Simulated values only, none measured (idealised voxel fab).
The document below concerns the process module designated voxel double patterning.
165 nm wide, 5 nm square cells: that's cross-section cut.
Just so we're on the same page, the cross-sections are grids of square cells, and they're listed out in bands top to bottom, each band one or more rows deep.
It is stipulated that each band's entry specify, in nanometres, the height of the top of the band and then that of its bottom, followed by the materials of the band in left-to-right sequence, each together with its width in nanometres. A single material marked by the word "full width" is understood to fill the band from edge to edge; the word "empty" is understood to denote empty space.
Height datum 0, below which the as-received substrate wafer is one material. Lowest band open at the bottom, running downward: "0 nm and below".
Width spec "30..40" -> top row of cells at first value, bottom row at second value, equal per-row change in between.
"nothing different" means the step left every cell of the cross-section as it was.
"Enclosed void list" - sealed voids, min. 8 cells, no opening to top; format: width x height at distance (distance from left edge; nm throughout).
On each step's line, the part that comes after the settings is the simulator's own comment on the step.
overlay nm: mask right of planned place by this much (step with mask). Neg. = left.

[Process steps - plan]
1 RECEIVE: material Si
2 CONFORMAL_DEP: material SiN, thk nm 5
3 DIRECTIONAL_DEP: material SiO2, thk nm 15
4 DIRECTIONAL_DEP: material SiCN, thk nm 5
5 DIRECTIONAL_DEP: material aC, thk nm 15
6 PATTERN: tone open, mask id FIRST, material resist, width nm 15, pitch nm 50, thk nm 35, overlay nm 0
7 DIRECTIONAL_ETCH: etch materials aC, depth nm 15
8 STRIP: etch materials resist
9 DIRECTIONAL_ETCH: etch materials SiCN, depth nm 5
10 STRIP: etch materials aC
11 DIRECTIONAL_DEP: material aC, thk nm 15
12 PATTERN: tone open, mask id SECOND, material resist, width nm 15, thk nm 35, overlay nm 0
13 DIRECTIONAL_ETCH: etch materials aC, depth nm 15
14 STRIP: etch materials resist
15 DIRECTIONAL_ETCH: etch materials SiCN, depth nm 5
16 STRIP: etch materials aC
17 DIRECTIONAL_ETCH: etch materials SiO2, depth nm 15
18 STRIP: etch materials SiCN

[This is the cross-section of the wafer as we received it, i.e. after step 1]
* 0 nm and below  Si full width
* Enclosed void list: none

[The module was run from the start shown above using the plan shown above, but one mistake was made doing it; the resulting wafer cross-section is below]
* 20 nm to 5 nm  60 nm SiO2; 30 nm empty; 20 nm SiO2; 15 nm empty; 40 nm SiO2
* 5 nm to 0 nm  SiN full width
* 0 nm and below  Si full width
* Enclosed void list: none
what went wrong: step 6 did not happen as planned, as run it was PATTERN: tone open, mask id FIRST, material resist, width nm 15, pitch nm 50, thk nm 35, overlay nm 10
